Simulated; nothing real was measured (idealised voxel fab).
The process module that follows is named voxel gate over fins.
It is cross-section cut that appears here, measuring 265 nm in width, its square cells being 5 nm in size.
A cross-section in this document is a grid of square cells, and it is written down as bands, the top band listed before the ones below it; a band is made up of one or more rows of cells.
Heights first: top, then bottom, in nm. Then materials, left to right, each with a width in nm. "full width" on a single material: fills the band edge to edge. "empty": empty space.
For the purposes of this specification, 0 denotes the height below which the wafer in its as-received condition is composed wholly of one material, and the lowermost band, lacking a lower limit, extends downward without end, as expressed in "z 0 and below".
It should be noted that a width expressed as "30..40" varies in equal increments from row to row of cells within the band, taking the value of the first number at the top row and that of the second number at the bottom row.
The designation "nothing different", where it is given for a processing step, indicates that no cell of the cross-section was altered in the course of that step.
"Sealed internal cavities" means: voids of 8 cells or more that are shut off from the top with no open way through. Written width x height at distance, distance from the left edge, in nm.
If you see something after the settings on a step's line, that's the simulator's own remark about that step.
On any step carrying a mask, the "overlay nm" setting, if present on the step's line, tells how far right of its planned place the mask lay; negative values point to the left.
From here on the document is pairs. In a pair, the cross-section before one process step comes with the cross-section after it, and the latter goes no deeper than the lowest band that changed. What lies in between, the step and its settings, is written under the pair. A pair may be from a different run of this module on the same starting wafer than the pair above it, so it continues from that pair only where its entry headed "Pre-step snapshot" says so.
**Pre-step snapshot**
  z 15 to 10  25 nm empty, 35 nm TiAl, 25 nm empty, 35 nm TiAl, 25 nm empty, 35 nm TiAl, 25 nm empty, 35 nm TiAl, 25 nm empty
  z 10 to 5  25 nm empty, 5 nm TiAl, 25 nm TiN, 5 nm TiAl, 25 nm empty, 5 nm TiAl, 25 nm TiN, 5 nm TiAl, 25 nm empty, 5 nm TiAl, 25 nm TiN, 5 nm TiAl, 25 nm empty, 5 nm TiAl, 25 nm TiN, 5 nm TiAl, 25 nm empty
  z 5 to 0  30 nm TiAl, 5 nm TiN, 15 nm HfO2, 5 nm TiN, 35 nm TiAl, 5 nm TiN, 15 nm HfO2, 5 nm TiN, 35 nm TiAl, 5 nm TiN, 15 nm HfO2, 5 nm TiN, 35 nm TiAl, 5 nm TiN, 15 nm HfO2, 5 nm TiN, 30 nm TiAl
  z 0 to -5  35 nm TiN, 5 nm HfO2, 5 nm Si, 5 nm HfO2, 45 nm TiN, 5 nm HfO2, 5 nm Si, 5 nm HfO2, 45 nm TiN, 5 nm HfO2, 5 nm Si, 5 nm HfO2, 45 nm TiN, 5 nm HfO2, 5 nm Si, 5 nm HfO2, 35 nm TiN
  z -5 to -10  40 nm HfO2, 5 nm Si, 55 nm HfO2, 5 nm Si, 55 nm HfO2, 5 nm Si, 55 nm HfO2, 5 nm Si, 40 nm HfO2
  z -10 to -20  40 nm SiO2, 5 nm Si, 55 nm SiO2, 5 nm Si, 55 nm SiO2, 5 nm Si, 55 nm SiO2, 5 nm Si, 40 nm SiO2
  z -20 to -30  40 nm SiO2, 5 nm Si, 30 nm SiO2, 5 nm TiN, 5 nm Ru, 5 nm TiN, 10 nm SiO2, 5 nm Si, 55 nm SiO2, 5 nm Si, 55 nm SiO2, 5 nm Si, 40 nm SiO2
  z -30 to -35  40 nm SiO2, 5 nm Si, 30 nm SiO2, 15 nm TiN, 10 nm SiO2, 5 nm Si, 55 nm SiO2, 5 nm Si, 55 nm SiO2, 5 nm Si, 40 nm SiO2
  z -35 to -45  40 nm SiO2, 5 nm Si, 55 nm SiO2, 5 nm Si, 55 nm SiO2, 5 nm Si, 55 nm SiO2, 5 nm Si, 40 nm SiO2
  z -45 and below  Si full width
  Sealed internal cavities: none
**Sectional Result**
  z 20 to 15  20 nm empty, 45 nm TiN, 15 nm empty, 45 nm TiN, 15 nm empty, 45 nm TiN, 15 nm empty, 45 nm TiN, 20 nm empty
  z 15 to 10  20 nm empty, 5 nm TiN, 35 nm TiAl, 5 nm TiN, 15 nm empty, 5 nm TiN, 35 nm TiAl, 5 nm TiN, 15 nm empty, 5 nm TiN, 35 nm TiAl, 5 nm TiN, 15 nm empty, 5 nm TiN, 35 nm TiAl, 5 nm TiN, 20 nm empty
  z 10 to 5  25 nm TiN, 5 nm TiAl, 25 nm TiN, 5 nm TiAl, 25 nm TiN, 5 nm TiAl, 25 nm TiN, 5 nm TiAl, 25 nm TiN, 5 nm TiAl, 25 nm TiN, 5 nm TiAl, 25 nm TiN, 5 nm TiAl, 25 nm TiN, 5 nm TiAl, 25 nm TiN
  For the remainder of the cross-section, below 5, there is no change.
  Sealed internal cavities: none
Processing between the before and after sections above: CONFORMAL_DEP,material TiN,thk nm 5
Pre-step snapshot: it's just the after picture from the pair right above this one.
**Sectional Result**
  z 30 to 20  W full width
  z 20 to 15  20 nm W, 45 nm TiN, 15 nm W, 45 nm TiN, 15 nm W, 45 nm TiN, 15 nm W, 45 nm TiN, 20 nm W
  z 15 to 10  20 nm W, 5 nm TiN, 35 nm TiAl, 5 nm TiN, 15 nm W, 5 nm TiN, 35 nm TiAl, 5 nm TiN, 15 nm W, 5 nm TiN, 35 nm TiAl, 5 nm TiN, 15 nm W, 5 nm TiN, 35 nm TiAl, 5 nm TiN, 20 nm W
  For the remainder of the cross-section, below 10, there is no change.
  Sealed internal cavities: none
Processing between the before and after sections above: FILL_DEP,material W,thk nm 10
Pre-step snapshot: it's just the after picture from the pair right above this one.
**Sectional Result**
  z 25 to 20  W full width
  For the remainder of the cross-section, below 20, there is no change.
  Sealed internal cavities: none
Processing between the before and after sections above: CMP,height nm 25
Pre-step snapshot: it's just the after picture from the pair right above this one.
**Sectional Result**
  z 35 to 25  SiCN full width
  For the remainder of the cross-section, below 25, there is no change.
  Sealed internal cavities: none
Processing between the before and after sections above: CONFORMAL_DEP,material SiCN,thk nm 10
**Pre-step snapshot**
  z 25 to 20  W full width
  z 20 to 15  20 nm W, 45 nm TiN, 15 nm W, 45 nm TiN, 15 nm W, 45 nm TiN, 15 nm W, 45 nm TiN, 20 nm W
  z 15 to 10  20 nm W, 5 nm TiN, 35 nm TiAl, 5 nm TiN, 15 nm W, 5 nm TiN, 35 nm TiAl, 5 nm TiN, 15 nm W, 5 nm TiN, 35 nm TiAl, 5 nm TiN, 15 nm W, 5 nm TiN, 35 nm TiAl, 5 nm TiN, 20 nm W
  z 10 to 5  25 nm TiN, 5 nm TiAl, 25 nm TiN, 5 nm TiAl, 25 nm TiN, 5 nm TiAl, 25 nm TiN, 5 nm TiAl, 25 nm TiN, 5 nm TiAl, 25 nm TiN, 5 nm TiAl, 25 nm TiN, 5 nm TiAl, 25 nm TiN, 5 nm TiAl, 25 nm TiN
  z 5 to 0  30 nm TiAl, 5 nm TiN, 15 nm HfO2, 5 nm TiN, 35 nm TiAl, 5 nm TiN, 15 nm HfO2, 5 nm TiN, 35 nm TiAl, 5 nm TiN, 15 nm HfO2, 5 nm TiN, 35 nm TiAl, 5 nm TiN, 15 nm HfO2, 5 nm TiN, 30 nm TiAl
  z 0 to -5  35 nm TiN, 5 nm HfO2, 5 nm Si, 5 nm HfO2, 45 nm TiN, 5 nm HfO2, 5 nm Si, 5 nm HfO2, 45 nm TiN, 5 nm HfO2, 5 nm Si, 5 nm HfO2, 45 nm TiN, 5 nm HfO2, 5 nm Si, 5 nm HfO2, 35 nm TiN
  z -5 to -10  40 nm HfO2, 5 nm Si, 55 nm HfO2, 5 nm Si, 55 nm HfO2, 5 nm Si, 55 nm HfO2, 5 nm Si, 40 nm HfO2
  z -10 to -20  40 nm SiO2, 5 nm Si, 55 nm SiO2, 5 nm Si, 55 nm SiO2, 5 nm Si, 55 nm SiO2, 5 nm Si, 40 nm SiO2
  z -20 to -30  40 nm SiO2, 5 nm Si, 20 nm SiO2, 5 nm TiN, 5 nm Ru, 5 nm TiN, 20 nm SiO2, 5 nm Si, 55 nm SiO2, 5 nm Si, 55 nm SiO2, 5 nm Si, 40 nm SiO2
  z -30 to -35  40 nm SiO2, 5 nm Si, 20 nm SiO2, 15 nm TiN, 20 nm SiO2, 5 nm Si, 55 nm SiO2, 5 nm Si, 55 nm SiO2, 5 nm Si, 40 nm SiO2
  z -35 to -45  40 nm SiO2, 5 nm Si, 55 nm SiO2, 5 nm Si, 55 nm SiO2, 5 nm Si, 55 nm SiO2, 5 nm Si, 40 nm SiO2
  z -45 and below  Si full width
  Sealed internal cavities: none
**Sectional Result**
  z 35 to 25  SiO2 full width
  For the remainder of the cross-section, below 25, there is no change.
  Sealed internal cavities: none
Processing between the before and after sections above: CONFORMAL_DEP,material SiO2,thk nm 10
**Pre-step snapshot**
  z 10 to 0  SiN full width
  z 0 and below  Si full width
  Sealed internal cavities: none
**Sectional Result**
  z 10 to 0  35 nm SiN, 15 nm empty, 45 nm SiN, 15 nm empty, 45 nm SiN, 15 nm empty, 45 nm SiN, 15 nm empty, 35 nm SiN
  For the remainder of the cross-section, below 0, there is no change.
  Sealed internal cavities: none
Processing between the before and after sections above: MASKED_ETCH,tone open,mask id FINS,width nm 15,pitch nm 60,etch materials SiN,depth nm 10,overlay nm 0
Pre-step snapshot: it's just the after picture from the pair right above this one.
**Sectional Result**
  z 10 to 0  35 nm SiN, 15 nm empty, 45 nm SiN, 15 nm empty, 45 nm SiN, 15 nm empty, 45 nm SiN, 15 nm empty, 35 nm SiN
  z 0 to -5  30 nm Si, 25 nm SiO2, 35 nm Si, 25 nm SiO2, 35 nm Si, 25 nm SiO2, 35 nm Si, 25 nm SiO2, 30 nm Si
  For the remainder of the cross-section, below -5, there is no change.
  Sealed internal cavities: none
Processing between the before and after sections above: OXIDIZE,depth nm 5
Pre-step snapshot: it's just the after picture from the pair right above this one.
**Sectional Result**
  z 15 to 10  SiO2 full width
  z 10 to 0  35 nm SiN, 15 nm SiO2, 45 nm SiN, 15 nm SiO2, 45 nm SiN, 15 nm SiO2, 45 nm SiN, 15 nm SiO2, 35 nm SiN
  For the remainder of the cross-section, below 0, there is no change.
  Sealed internal cavities: none
Processing between the before and after sections above: FILL_DEP,material SiO2,thk nm 5
Pre-step snapshot: it's just the after picture from the pair right above this one.
**Sectional Result**
  z 10 to 0  35 nm SiN, 15 nm SiO2, 45 nm SiN, 15 nm SiO2, 45 nm SiN, 15 nm SiO2, 45 nm SiN, 15 nm SiO2, 35 nm SiN
  For the remainder of the cross-section, below 0, there is no change.
  Sealed internal cavities: none
Processing between the before and after sections above: CMP,height nm 10
Pre-step snapshot: it's just the after picture from the pair right above this one.
**Sectional Result**
  z 15 to 10  TiN full width
  For the remainder of the cross-section, below 10, there is no change.
  Sealed internal cavities: none
Processing between the before and after sections above: CONFORMAL_DEP,material TiN,thk nm 5
Pre-step snapshot: it's just the after picture from the pair right above this one.
**Sectional Result**
  z 25 to 15  Ru full width
  For the remainder of the cross-section, below 15, there is no change.
  Sealed internal cavities: none
Processing between the before and after sections above: FILL_DEP,material Ru,thk nm 10
Pre-step snapshot: it's just the after picture from the pair right above this one.
**Sectional Result**
  z 10 to 0  35 nm SiN, 15 nm SiO2, 45 nm SiN, 15 nm SiO2, 45 nm SiN, 15 nm SiO2, 45 nm SiN, 15 nm SiO2, 35 nm SiN
  For the remainder of the cross-section, below 0, there is no change.
  Sealed internal cavities: none
Processing between the before and after sections above: CMP,height nm 10
Pre-step snapshot: it's just the after picture from the pair right above this one.
**Sectional Result**
  z 15 to 10  SiO2 full width
  For the remainder of the cross-section, below 10, there is no change.
  Sealed internal cavities: none
Processing between the before and after sections above: FILL_DEP,material SiO2,thk nm 5
**Pre-step snapshot**
  z 10 to 0  35 nm SiN, 15 nm SiO2, 45 nm SiN, 15 nm SiO2, 45 nm SiN, 15 nm SiO2, 45 nm SiN, 15 nm SiO2, 35 nm SiN
  z 0 to -5  30 nm Si, 25 nm SiO2, 35 nm Si, 25 nm SiO2, 35 nm Si, 25 nm SiO2, 35 nm Si, 25 nm SiO2, 30 nm Si
  z -5 and below  Si full width
  Sealed internal cavities: none
**Sectional Result**
  z 10 to 0  35 nm SiN, 15 nm empty, 45 nm SiN, 15 nm empty, 45 nm SiN, 15 nm empty, 45 nm SiN, 15 nm empty, 35 nm SiN
  z 0 to -5  30 nm Si, 25 nm empty, 35 nm Si, 25 nm empty, 35 nm Si, 25 nm empty, 35 nm Si, 25 nm empty, 30 nm Si
  For the remainder of the cross-section, below -5, there is no change.
  Sealed internal cavities: none
Processing between the before and after sections above: SELECTIVE_ETCH,etch materials SiO2,depth nm 20
Pre-step snapshot: it's just the after picture from the pair right above this one.
**Sectional Result**
  z 0 to -5  30 nm Si, 25 nm empty, 35 nm Si, 25 nm empty, 35 nm Si, 25 nm empty, 35 nm Si, 25 nm empty, 30 nm Si
  For the remainder of the cross-section, below -5, there is no change.
  Sealed internal cavities: none
Processing between the before and after sections above: STRIP,etch materials SiN
Pre-step snapshot: it's just the after picture from the pair right above this one.
**Sectional Result**
  z 5 to 0  35 nm HfO2, 15 nm empty, 45 nm HfO2, 15 nm empty, 45 nm HfO2, 15 nm empty, 45 nm HfO2, 15 nm empty, 35 nm HfO2
  z 0 to -5  30 nm Si, 25 nm HfO2, 35 nm Si, 25 nm HfO2, 35 nm Si, 25 nm HfO2, 35 nm Si, 25 nm HfO2, 30 nm Si
  For the remainder of the cross-section, below -5, there is no change.
  Sealed internal cavities: none
Processing between the before and after sections above: CONFORMAL_DEP,material HfO2,thk nm 5
Pre-step snapshot: it's just the after picture from the pair right above this one.
**Sectional Result**
  z 10 to 5  40 nm TiN, 5 nm empty, 55 nm TiN, 5 nm empty, 55 nm TiN, 5 nm empty, 55 nm TiN, 5 nm empty, 40 nm TiN
  z 5 to 0  35 nm HfO2, 15 nm TiN, 45 nm HfO2, 15 nm TiN, 45 nm HfO2, 15 nm TiN, 45 nm HfO2, 15 nm TiN, 35 nm HfO2
  For the remainder of the cross-section, below 0, there is no change.
  Sealed internal cavities: none
Processing between the before and after sections above: CONFORMAL_DEP,material TiN,thk nm 5
Pre-step snapshot: it's just the after picture from the pair right above this one.
**Sectional Result**
  z 15 to 10  TiAl full width
  z 10 to 5  40 nm TiN, 5 nm TiAl, 55 nm TiN, 5 nm TiAl, 55 nm TiN, 5 nm TiAl, 55 nm TiN, 5 nm TiAl, 40 nm TiN
  For the remainder of the cross-section, below 5, there is no change.
  Sealed internal cavities: none
Processing between the before and after sections above: CONFORMAL_DEP,material TiAl,thk nm 5
Pre-step snapshot: it's just the after picture from the pair right above this one.
**Sectional Result**
  z 20 to 15  TiN full width
  For the remainder of the cross-section, below 15, there is no change.
  Sealed internal cavities: none
Processing between the before and after sections above: CONFORMAL_DEP,material TiN,thk nm 5
Pre-step snapshot: it's just the after picture from the pair right above this one.
**Sectional Result**
  z 30 to 20  W full width
  For the remainder of the cross-section, below 20, there is no change.
  Sealed internal cavities: none
Processing between the before and after sections above: FILL_DEP,material W,thk nm 10
Pre-step snapshot: it's just the after picture from the pair right above this one.
**Sectional Result**
  z 25 to 20  W full width
  For the remainder of the cross-section, below 20, there is no change.
  Sealed internal cavities: none
Processing between the before and after sections above: CMP,height nm 25
Pre-step snapshot: it's just the after picture from the pair right above this one.
**Sectional Result**
  z 35 to 25  SiCN full width
  For the remainder of the cross-section, below 25, there is no change.
  Sealed internal cavities: none
Processing between the before and after sections above: CONFORMAL_DEP,material SiCN,thk nm 10
